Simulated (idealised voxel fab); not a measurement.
Process module name: voxel self aligned contacts
The figure presents cross-section cut, which has a width of 215 nm and is divided into square cells with an edge length of 5 nm.
Format of a cross-section: grid, square cells. Given as bands. Order: top down. Band: one or more rows of cells. This entry defines a band. It first specifies the height of the band's top and the height of its bottom in nm, and then specifies the band's materials from left to right, stating each material with its width in nm. The word "everywhere" identifies a single material that fills the band from edge to edge, while the word "blank" identifies empty space. Heads up on the height convention: 0 is the point under which the incoming wafer is all one material, and the lowest band has no bottom, it just keeps going down, like "0 and below". Note: "30..40" means the width goes from the first number (top row of the band) to the second number (bottom row) in equal steps per row of cells. Step note "all unchanged" = no cross-section cell changed. Empty spaces counting at least 8 cells and having no open way to the top are listed in "Unvented voids". The notation width x height at distance is used for each, the distance being from the left edge and all three values in nm. On a step's line, text after the settings is the simulator commenting on that step. overlay nm, on a step with a mask: how far to the right of its planned place the mask lay; to the left if negative.
# So here's the lineup of process steps we planned
step 1: op RECEIVE | material Si
step 2: op OXIDIZE | depth nm 5
step 3: op DIRECTIONAL_DEP | material polySi | thk nm 25
step 4: op DIRECTIONAL_DEP | material SiN | thk nm 15
step 5: op PATTERN | tone cover | mask id GATE | material resist | width nm 35 | pitch nm 65 | thk nm 20 | overlay nm 0
step 6: op DIRECTIONAL_ETCH | etch materials SiN | depth nm 15
step 7: op DIRECTIONAL_ETCH | etch materials polySi | depth nm 25
step 8: op STRIP | etch materials resist
step 9: op CONFORMAL_DEP | material SiN | thk nm 5
step 10: op DIRECTIONAL_ETCH | etch materials SiN | depth nm 5
step 11: op FILL_DEP | material SiO2 | thk nm 15
step 12: op CMP | height nm 45
step 13: op MASKED_ETCH | tone open | mask id CONTACT | width nm 40 | etch materials SiO2 | depth nm 50 | overlay nm -15
step 14: op CONFORMAL_DEP | material TiN | thk nm 5
step 15: op FILL_DEP | material Ru | thk nm 10
step 16: op CMP | height nm 45
step 17: op CONFORMAL_DEP | material SiCN | thk nm 5
The value of overlay nm given for step 13 in the plan refers to the first wafer; the wafers vary in this setting and are alike at the start.
# Received wafers, first of several: cross-section after step 1
	0 and below | Si everywhere
	Unvented voids: none
# First of several wafers: cross-section at the end of the module, after step 17, its last step
	50 down to 45 | SiCN everywhere
	45 down to 40 | SiO2: 70 | TiN: 30 | Ru: 5 | TiN: 5 | SiO2: 105
	40 down to 25 | SiO2: 50 | SiN: 45 | TiN: 5 | Ru: 5 | TiN: 5 | SiO2: 5 | SiN: 45 | SiO2: 55
	25 down to 0 | SiO2: 50 | SiN: 5 | polySi: 35 | SiN: 5 | TiN: 5 | Ru: 5 | TiN: 5 | SiO2: 5 | SiN: 5 | polySi: 35 | SiN: 5 | SiO2: 55
	0 down to -5 | SiO2: 95 | TiN: 15 | SiO2: 105
	-5 and below | Si everywhere
	Unvented voids: none
# End of module, last wafer sectioned
	50 down to 45 | SiCN everywhere
	45 down to 40 | SiO2: 100 | TiN: 5 | Ru: 5 | TiN: 30 | SiO2: 75
	40 down to 25 | SiO2: 50 | SiN: 45 | SiO2: 5 | TiN: 5 | Ru: 5 | TiN: 5 | SiN: 45 | SiO2: 55
	25 down to 0 | SiO2: 50 | SiN: 5 | polySi: 35 | SiN: 5 | SiO2: 5 | TiN: 5 | Ru: 5 | TiN: 5 | SiN: 5 | polySi: 35 | SiN: 5 | SiO2: 55
	0 down to -5 | SiO2: 100 | TiN: 15 | SiO2: 100
	-5 and below | Si everywhere
	Unvented voids: none
# End of module, by wafer: material-by-material cell gain (+) or loss (-) since receipt, then closed voids
overlay nm -15; +9 Ru; -43 Si; +43 SiCN; +74 SiN; +251 SiO2; +26 TiN; +70 polySi; Unvented voids: none
overlay nm -10; +18 Ru; -43 Si; +43 SiCN; +74 SiN; +242 SiO2; +26 TiN; +70 polySi; Unvented voids: none
overlay nm -5; +18 Ru; -43 Si; +43 SiCN; +74 SiN; +242 SiO2; +26 TiN; +70 polySi; Unvented voids: none
overlay nm 0; +18 Ru; -43 Si; +43 SiCN; +74 SiN; +242 SiO2; +26 TiN; +70 polySi; Unvented voids: none
overlay nm 5; +18 Ru; -43 Si; +43 SiCN; +74 SiN; +242 SiO2; +26 TiN; +70 polySi; Unvented voids: none
overlay nm 10; +18 Ru; -43 Si; +43 SiCN; +74 SiN; +242 SiO2; +26 TiN; +70 polySi; Unvented voids: none
overlay nm 15; +9 Ru; -43 Si; +43 SiCN; +74 SiN; +251 SiO2; +26 TiN; +70 polySi; Unvented voids: none
